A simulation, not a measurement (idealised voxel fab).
Process module, titled voxel self aligned contacts
It is cross-section cut that appears here, measuring 250 nm in width, its square cells being 5 nm in size.
Notation: cross-section as square-cell grid; stated in bands, top first, going down; one or more cell rows per band. Top, bottom (nm), then materials left to right with widths (nm); lone material tagged "full width" fills the whole band edge to edge; "air" = empty space. Height reference: 0 = level under which incoming wafer is all one material. Lowest band: no bottom, runs on downward, e.g. "0..down". The expression "30->40" gives the width at the extremes of the band, the first number at its top row of cells and the second at its bottom row, with the width changing by equal amounts from each row to the next in between. What does "no change occurred" mean for a step? It means no cell of the cross-section changed in that step. The list in "Voids, enclosed" covers empty spaces of 8 cells or more that cannot reach the top through any open way, and it gives each as width x height at distance; the distance is from the left edge, and width, height and distance are in nm. Read whatever lies past the settings on a step's line as the simulator's own remark about the step. overlay nm: for a step with a mask, the amount by which the mask lay right of where it was planned; a negative amount means left of it.
LIST OF PLANNED PROCESS STEPS
1: RECEIVE, material Si
2: OXIDIZE, depth nm 5
3: DIRECTIONAL_DEP, material polySi, thk nm 30
4: DIRECTIONAL_DEP, material SiN, thk nm 15
5: DIRECTIONAL_DEP, material aC, thk nm 10
6: PATTERN, tone cover, mask id GATE, material resist, width nm 30, pitch nm 55, thk nm 25, overlay nm 0
7: DIRECTIONAL_ETCH, etch materials aC, depth nm 10
8: STRIP, etch materials resist
9: DIRECTIONAL_ETCH, etch materials SiN, depth nm 15
10: DIRECTIONAL_ETCH, etch materials polySi, depth nm 30
11: STRIP, etch materials aC
12: CONFORMAL_DEP, material SiN, thk nm 5
13: DIRECTIONAL_ETCH, etch materials SiN, depth nm 5
14: FILL_DEP, material SiO2, thk nm 15
15: CMP, height nm 55
16: DIRECTIONAL_DEP, material aC, thk nm 10
17: PATTERN, tone open, mask id CONTACT, material resist, width nm 35, pitch nm 55, thk nm 25, overlay nm 0
18: DIRECTIONAL_ETCH, etch materials aC, depth nm 10
19: STRIP, etch materials resist
20: DIRECTIONAL_ETCH, etch materials SiO2, depth nm 60
21: STRIP, etch materials aC
22: CONFORMAL_DEP, material TiN, thk nm 5
23: FILL_DEP, material W, thk nm 10
24: CMP, height nm 55
25: CONFORMAL_DEP, material SiCN, thk nm 5
FIRST OF TWO WAFERS - AS PLANNED
WAFER AT RECEIPT (POST STEP 1), CROSS-SECTION
  0..down = Si full width
  Voids, enclosed: none
THE WAFER, SEEN IN CROSS-SECTION, AFTER STEP 2
  0..-5 = SiO2 full width
  At heights below -5, the structure remains unaltered.
THE WAFER, SEEN IN CROSS-SECTION, AFTER STEP 3
  30..0 = polySi full width
  At heights below 0, the structure remains unaltered.
THE WAFER, SEEN IN CROSS-SECTION, AFTER STEP 4
  45..30 = SiN full width
  At heights below 30, the structure remains unaltered.
THE WAFER, SEEN IN CROSS-SECTION, AFTER STEP 5
  55..45 = aC full width
  At heights below 45, the structure remains unaltered.
THE WAFER, SEEN IN CROSS-SECTION, AFTER STEP 6
  80..55 = air (55), then resist (30), then air (25), then resist (30), then air (25), then resist (30), then air (55)
  At heights below 55, the structure remains unaltered.
THE WAFER, SEEN IN CROSS-SECTION, AFTER STEP 7
  70..55 = air (55), then resist (30), then air (25), then resist (30), then air (25), then resist (30), then air (55)
  55..45 = air (55), then aC (30), then air (25), then aC (30), then air (25), then aC (30), then air (55)
  At heights below 45, the structure remains unaltered.
THE WAFER, SEEN IN CROSS-SECTION, AFTER STEP 8
  55..45 = air (55), then aC (30), then air (25), then aC (30), then air (25), then aC (30), then air (55)
  At heights below 45, the structure remains unaltered.
THE WAFER, SEEN IN CROSS-SECTION, AFTER STEP 9
  55..45 = air (55), then aC (30), then air (25), then aC (30), then air (25), then aC (30), then air (55)
  45..30 = air (55), then SiN (30), then air (25), then SiN (30), then air (25), then SiN (30), then air (55)
  At heights below 30, the structure remains unaltered.
THE WAFER, SEEN IN CROSS-SECTION, AFTER STEP 10
  55..45 = air (55), then aC (30), then air (25), then aC (30), then air (25), then aC (30), then air (55)
  45..30 = air (55), then SiN (30), then air (25), then SiN (30), then air (25), then SiN (30), then air (55)
  30..0 = air (55), then polySi (30), then air (25), then polySi (30), then air (25), then polySi (30), then air (55)
  At heights below 0, the structure remains unaltered.
THE WAFER, SEEN IN CROSS-SECTION, AFTER STEP 11
  45..30 = air (55), then SiN (30), then air (25), then SiN (30), then air (25), then SiN (30), then air (55)
  At heights below 30, the structure remains unaltered.
THE WAFER, SEEN IN CROSS-SECTION, AFTER STEP 12
  50..30 = air (50), then SiN (40), then air (15), then SiN (40), then air (15), then SiN (40), then air (50)
  30..5 = air (50), then SiN (5), then polySi (30), then SiN (5), then air (15), then SiN (5), then polySi (30), then SiN (5), then air (15), then SiN (5), then polySi (30), then SiN (5), then air (50)
  5..0 = SiN (55), then polySi (30), then SiN (25), then polySi (30), then SiN (25), then polySi (30), then SiN (55)
  At heights below 0, the structure remains unaltered.
THE WAFER, SEEN IN CROSS-SECTION, AFTER STEP 13
  45..30 = air (50), then SiN (40), then air (15), then SiN (40), then air (15), then SiN (40), then air (50)
  30..0 = air (50), then SiN (5), then polySi (30), then SiN (5), then air (15), then SiN (5), then polySi (30), then SiN (5), then air (15), then SiN (5), then polySi (30), then SiN (5), then air (50)
  At heights below 0, the structure remains unaltered.
THE WAFER, SEEN IN CROSS-SECTION, AFTER STEP 14
  60..45 = SiO2 full width
  45..30 = SiO2 (50), then SiN (40), then SiO2 (15), then SiN (40), then SiO2 (15), then SiN (40), then SiO2 (50)
  30..0 = SiO2 (50), then SiN (5), then polySi (30), then SiN (5), then SiO2 (15), then SiN (5), then polySi (30), then SiN (5), then SiO2 (15), then SiN (5), then polySi (30), then SiN (5), then SiO2 (50)
  At heights below 0, the structure remains unaltered.
THE WAFER, SEEN IN CROSS-SECTION, AFTER STEP 15
  55..45 = SiO2 full width
  At heights below 45, the structure remains unaltered.
THE WAFER, SEEN IN CROSS-SECTION, AFTER STEP 16
  65..55 = aC full width
  At heights below 55, the structure remains unaltered.
THE WAFER, SEEN IN CROSS-SECTION, AFTER STEP 17
  90..65 = resist (80), then air (35), then resist (20), then air (35), then resist (80)
  At heights below 65, the structure remains unaltered.
THE WAFER, SEEN IN CROSS-SECTION, AFTER STEP 18
  80..65 = resist (80), then air (35), then resist (20), then air (35), then resist (80)
  65..55 = aC (80), then air (35), then aC (20), then air (35), then aC (80)
  At heights below 55, the structure remains unaltered.
THE WAFER, SEEN IN CROSS-SECTION, AFTER STEP 19
  65..55 = aC (80), then air (35), then aC (20), then air (35), then aC (80)
  At heights below 55, the structure remains unaltered.
THE WAFER, SEEN IN CROSS-SECTION, AFTER STEP 20
  65..55 = aC (80), then air (35), then aC (20), then air (35), then aC (80)
  55..45 = SiO2 (80), then air (35), then SiO2 (20), then air (35), then SiO2 (80)
  45..30 = SiO2 (50), then SiN (40), then air (15), then SiN (40), then air (15), then SiN (40), then SiO2 (50)
  30..0 = SiO2 (50), then SiN (5), then polySi (30), then SiN (5), then air (15), then SiN (5), then polySi (30), then SiN (5), then air (15), then SiN (5), then polySi (30), then SiN (5), then SiO2 (50)
  0..-5 = SiO2 (90), then air (15), then SiO2 (40), then air (15), then SiO2 (90)
  At heights below -5, the structure remains unaltered.
THE WAFER, SEEN IN CROSS-SECTION, AFTER STEP 21
  55..45 = SiO2 (80), then air (35), then SiO2 (20), then air (35), then SiO2 (80)
  At heights below 45, the structure remains unaltered.
THE WAFER, SEEN IN CROSS-SECTION, AFTER STEP 22
  60..55 = TiN (85), then air (25), then TiN (30), then air (25), then TiN (85)
  55..45 = SiO2 (80), then TiN (5->15), then air (25->5), then TiN (5->15), then SiO2 (20), then TiN (5->15), then air (25->5), then TiN (5->15), then SiO2 (80)
  45..30 = SiO2 (50), then SiN (40), then TiN (5), then air (5), then TiN (5), then SiN (40), then TiN (5), then air (5), then TiN (5), then SiN (40), then SiO2 (50)
  30..0 = SiO2 (50), then SiN (5), then polySi (30), then SiN (5), then TiN (5), then air (5), then TiN (5), then SiN (5), then polySi (30), then SiN (5), then TiN (5), then air (5), then TiN (5), then SiN (5), then polySi (30), then SiN (5), then SiO2 (50)
  0..-5 = SiO2 (90), then TiN (15), then SiO2 (40), then TiN (15), then SiO2 (90)
  At heights below -5, the structure remains unaltered.
THE WAFER, SEEN IN CROSS-SECTION, AFTER STEP 23
  70..60 = W full width
  60..55 = TiN (85), then W (25), then TiN (30), then W (25), then TiN (85)
  55..45 = SiO2 (80), then TiN (5->15), then W (25->5), then TiN (5->15), then SiO2 (20), then TiN (5->15), then W (25->5), then TiN (5->15), then SiO2 (80)
  45..30 = SiO2 (50), then SiN (40), then TiN (5), then W (5), then TiN (5), then SiN (40), then TiN (5), then W (5), then TiN (5), then SiN (40), then SiO2 (50)
  30..0 = SiO2 (50), then SiN (5), then polySi (30), then SiN (5), then TiN (5), then W (5), then TiN (5), then SiN (5), then polySi (30), then SiN (5), then TiN (5), then W (5), then TiN (5), then SiN (5), then polySi (30), then SiN (5), then SiO2 (50)
  At heights below 0, the structure remains unaltered.
THE WAFER, SEEN IN CROSS-SECTION, AFTER STEP 24
  55..45 = SiO2 (80), then TiN (5->15), then W (25->5), then TiN (5->15), then SiO2 (20), then TiN (5->15), then W (25->5), then TiN (5->15), then SiO2 (80)
  At heights below 45, the structure remains unaltered.
THE WAFER, SEEN IN CROSS-SECTION, AFTER STEP 25
  60..55 = SiCN full width
  At heights below 55, the structure remains unaltered.
SECOND WAFER: SAME START AND SAME PLAN AS THE FIRST, ONE EXECUTION ERROR; IDENTICAL TO THE FIRST THROUGH STEP 11
At the planned end of step 12, the second wafer in cross-section: no change occurred
AT THE PLANNED END OF STEP 13, THE SECOND WAFER IN CROSS-SECTION
  40..30 = air (55), then SiN (30), then air (25), then SiN (30), then air (25), then SiN (30), then air (55)
  At heights below 30, the structure remains unaltered.
AT THE PLANNED END OF STEP 14, THE SECOND WAFER IN CROSS-SECTION
  55..40 = SiO2 full width
  40..30 = SiO2 (55), then SiN (30), then SiO2 (25), then SiN (30), then SiO2 (25), then SiN (30), then SiO2 (55)
  30..0 = SiO2 (55), then polySi (30), then SiO2 (25), then polySi (30), then SiO2 (25), then polySi (30), then SiO2 (55)
  At heights below 0, the structure remains unaltered.
At the planned end of step 15, the second wafer in cross-section: no change occurred
AT THE PLANNED END OF STEP 16, THE SECOND WAFER IN CROSS-SECTION
  65..55 = aC full width
  At heights below 55, the structure remains unaltered.
AT THE PLANNED END OF STEP 17, THE SECOND WAFER IN CROSS-SECTION
  90..65 = resist (80), then air (35), then resist (20), then air (35), then resist (80)
  At heights below 65, the structure remains unaltered.
AT THE PLANNED END OF STEP 18, THE SECOND WAFER IN CROSS-SECTION
  80..65 = resist (80), then air (35), then resist (20), then air (35), then resist (80)
  65..55 = aC (80), then air (35), then aC (20), then air (35), then aC (80)
  At heights below 55, the structure remains unaltered.
AT THE PLANNED END OF STEP 19, THE SECOND WAFER IN CROSS-SECTION
  65..55 = aC (80), then air (35), then aC (20), then air (35), then aC (80)
  At heights below 55, the structure remains unaltered.
AT THE PLANNED END OF STEP 20, THE SECOND WAFER IN CROSS-SECTION
  65..55 = aC (80), then air (35), then aC (20), then air (35), then aC (80)
  55..40 = SiO2 (80), then air (35), then SiO2 (20), then air (35), then SiO2 (80)
  40..30 = SiO2 (55), then SiN (30), then air (25), then SiN (30), then air (25), then SiN (30), then SiO2 (55)
  30..0 = SiO2 (55), then polySi (30), then air (25), then polySi (30), then air (25), then polySi (30), then SiO2 (55)
  0..-5 = SiO2 (85), then air (25), then SiO2 (30), then air (25), then SiO2 (85)
  At heights below -5, the structure remains unaltered.
AT THE PLANNED END OF STEP 21, THE SECOND WAFER IN CROSS-SECTION
  55..40 = SiO2 (80), then air (35), then SiO2 (20), then air (35), then SiO2 (80)
  At heights below 40, the structure remains unaltered.
AT THE PLANNED END OF STEP 22, THE SECOND WAFER IN CROSS-SECTION
  60..55 = TiN (85), then air (25), then TiN (30), then air (25), then TiN (85)
  55..45 = SiO2 (80), then TiN (5), then air (25), then TiN (5), then SiO2 (20), then TiN (5), then air (25), then TiN (5), then SiO2 (80)
  45..40 = SiO2 (80), then TiN (10), then air (15), then TiN (10), then SiO2 (20), then TiN (10), then air (15), then TiN (10), then SiO2 (80)
  40..30 = SiO2 (55), then SiN (30), then TiN (5), then air (15), then TiN (5), then SiN (30), then TiN (5), then air (15), then TiN (5), then SiN (30), then SiO2 (55)
  30..0 = SiO2 (55), then polySi (30), then TiN (5), then air (15), then TiN (5), then polySi (30), then TiN (5), then air (15), then TiN (5), then polySi (30), then SiO2 (55)
  0..-5 = SiO2 (85), then TiN (25), then SiO2 (30), then TiN (25), then SiO2 (85)
  At heights below -5, the structure remains unaltered.
AT THE PLANNED END OF STEP 23, THE SECOND WAFER IN CROSS-SECTION
  70..60 = W full width
  60..55 = TiN (85), then W (25), then TiN (30), then W (25), then TiN (85)
  55..45 = SiO2 (80), then TiN (5), then W (25), then TiN (5), then SiO2 (20), then TiN (5), then W (25), then TiN (5), then SiO2 (80)
  45..40 = SiO2 (80), then TiN (10), then W (15), then TiN (10), then SiO2 (20), then TiN (10), then W (15), then TiN (10), then SiO2 (80)
  40..30 = SiO2 (55), then SiN (30), then TiN (5), then W (15), then TiN (5), then SiN (30), then TiN (5), then W (15), then TiN (5), then SiN (30), then SiO2 (55)
  30..0 = SiO2 (55), then polySi (30), then TiN (5), then W (15), then TiN (5), then polySi (30), then TiN (5), then W (15), then TiN (5), then polySi (30), then SiO2 (55)
  At heights below 0, the structure remains unaltered.
AT THE PLANNED END OF STEP 24, THE SECOND WAFER IN CROSS-SECTION
  55..45 = SiO2 (80), then TiN (5), then W (25), then TiN (5), then SiO2 (20), then TiN (5), then W (25), then TiN (5), then SiO2 (80)
  At heights below 45, the structure remains unaltered.
AT THE PLANNED END OF STEP 25, THE SECOND WAFER IN CROSS-SECTION
  60..55 = SiCN full width
  At heights below 55, the structure remains unaltered.
Error vs. plan: step 12 of the plan never got run, it was skipped over
Wafer comparison, final, in cells, second relative to first, materials more or fewer: -72 SiN; +28 SiO2; +44 W
